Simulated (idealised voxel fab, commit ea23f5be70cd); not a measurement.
The following process module bears the name voxel gate over fins.
This is section cut - it's 265 nm across, gridded in 5 nm square cells.
Square cells in a grid make up a cross-section in this document, and the grid is given as bands, listed from the top down, each one or more rows of cells. Each band's line starts with the height of the band's top and of its bottom, in nm. Then come its materials from left to right, each with its width in nm. One material with "throughout" fills the band from edge to edge. "air" is empty space. Counting heights begins at 0, where everything beneath is, in the wafer as received, one material. The lowest band has no bottom; it goes on downwards, as "0 nm and below" shows. A width such as "30->40" changes by the same amount from each row of cells to the next, from the band's top row to its bottom row. What does "left unchanged" mean for a step? It means no cell of the cross-section changed in that step. Entry "Enclosed internal cavities" = empty spaces >= 8 cells with no open way to the top; each as width x height at distance, distance from left edge, all nm. The remark found on a step's line after its settings is issued by the simulator itself and pertains to that step. "overlay nm" answers the question of how far to the right of plan the mask lay on a step that has a mask, and when it is negative the answer is to the left.
# Process steps - plan
1 RECEIVE: material Si
2 CONFORMAL_DEP: material SiN, thk nm 5
3 MASKED_ETCH: tone cover, mask id FINS, width nm 15, pitch nm 60, etch materials SiN, depth nm 5, overlay nm 0
4 MASKED_ETCH: tone cover, mask id FINS, width nm 15, pitch nm 60, etch materials Si, depth nm 30, overlay nm 0
5 OXIDIZE: depth nm 5
6 FILL_DEP: material SiO2, thk nm 5
7 CMP: height nm 5
8 PATTERN: tone open, mask id RAIL, material resist, width nm 15, thk nm 15, overlay nm 0
9 DIRECTIONAL_ETCH: etch materials SiO2, depth nm 30
10 STRIP: etch materials resist
11 CONFORMAL_DEP: material TiN, thk nm 5
12 FILL_DEP: material W, thk nm 5
13 CMP: height nm 5
14 SELECTIVE_ETCH: etch materials W Ru TiN, depth nm 25
15 FILL_DEP: material SiO2, thk nm 5
16 CMP: height nm 5
17 SELECTIVE_ETCH: etch materials SiO2, depth nm 15
18 STRIP: etch materials SiN
19 CONFORMAL_DEP: material HfO2, thk nm 5
20 CONFORMAL_DEP: material TiN, thk nm 5
21 CONFORMAL_DEP: material TiAl, thk nm 5
22 CONFORMAL_DEP: material TiN, thk nm 5
23 FILL_DEP: material W, thk nm 10
24 CMP: height nm 25
25 CONFORMAL_DEP: material SiN, thk nm 5
The plan shows the width nm of step 4 as the first wafer had it; this setting differs between the wafers, which start out alike.
# Cross-section, first of several wafers, as delivered after step 1
* 0 nm and below: Si throughout
* Enclosed internal cavities: none
# Cross-section after step 25, the final step of the module, for the first of several wafers
* 30 nm to 25 nm: SiN throughout
* 25 nm to 20 nm: W throughout
* 20 nm to 15 nm: W=80, then TiN=45, then W=15, then TiN=45, then W=80
* 15 nm to 10 nm: W=80, then TiN=5, then TiAl=35, then TiN=5, then W=15, then TiN=5, then TiAl=35, then TiN=5, then W=80
* 10 nm to 5 nm: TiN=85, then TiAl=5, then TiN=25, then TiAl=5, then TiN=25, then TiAl=5, then TiN=25, then TiAl=5, then TiN=85
* 5 nm to 0 nm: TiAl=90, then TiN=5, then HfO2=15, then TiN=5, then TiAl=35, then TiN=5, then HfO2=15, then TiN=5, then TiAl=90
* 0 nm to -5 nm: TiN=95, then HfO2=5, then Si=5, then HfO2=5, then TiN=45, then HfO2=5, then Si=5, then HfO2=5, then TiN=95
* -5 nm to -10 nm: HfO2=100, then Si=5, then HfO2=55, then Si=5, then HfO2=100
* -10 nm to -20 nm: SiO2=100, then Si=5, then SiO2=55, then Si=5, then SiO2=100
* -20 nm to -25 nm: SiO2=100, then Si=5, then SiO2=20, then TiN=15, then SiO2=20, then Si=5, then SiO2=100
* -25 nm to -35 nm: SiO2=100, then Si=5, then SiO2=55, then Si=5, then SiO2=100
* -35 nm and below: Si throughout
* Enclosed internal cavities: none
# Last wafer of the set, cross-sectioned at end of module
* 30 nm to 25 nm: SiN throughout
* 25 nm to 20 nm: W throughout
* 20 nm to 15 nm: W=80, then TiN=45, then W=15, then TiN=45, then W=80
* 15 nm to 10 nm: W=75, then TiN=10, then TiAl=35, then TiN=25, then TiAl=35, then TiN=15, then W=70
* 10 nm to 5 nm: TiN=80, then TiAl=10, then TiN=25, then TiAl=15, then TiN=10, then TiAl=10, then TiN=25, then TiAl=15, then TiN=75
* 5 nm to 0 nm: TiAl=85, then TiN=10, then HfO2=15, then TiN=15, then TiAl=20, then TiN=10, then HfO2=15, then TiN=15, then TiAl=80
* 0 nm to -5 nm: TiN=90, then HfO2=10, then Si=5, then HfO2=15, then TiN=30, then HfO2=10, then Si=5, then HfO2=15, then TiN=85
* -5 nm to -10 nm: HfO2=95, then Si=20, then HfO2=40, then Si=20, then HfO2=90
* -10 nm to -20 nm: SiO2=95, then Si=20, then SiO2=40, then Si=20, then SiO2=90
* -20 nm to -25 nm: SiO2=95, then Si=20, then SiO2=10, then TiN=15, then SiO2=15, then Si=20, then SiO2=90
* -25 nm to -35 nm: SiO2=95, then Si=20, then SiO2=40, then Si=20, then SiO2=90
* -35 nm and below: Si throughout
* Enclosed internal cavities: none
# Gained (+) or lost (-) cells of each material since receipt, then closed voids: one row per wafer, at the end of the module
width nm 15, +61 HfO2, -357 Si, +53 SiN, +252 SiO2, +61 TiAl, +125 TiN, +123 W, Enclosed internal cavities: none
width nm 20, +61 HfO2, -345 Si, +53 SiN, +242 SiO2, +61 TiAl, +125 TiN, +121 W, Enclosed internal cavities: none
width nm 25, +61 HfO2, -333 Si, +53 SiN, +232 SiO2, +61 TiAl, +125 TiN, +119 W, Enclosed internal cavities: none
width nm 30, +61 HfO2, -321 Si, +53 SiN, +222 SiO2, +61 TiAl, +125 TiN, +117 W, Enclosed internal cavities: none
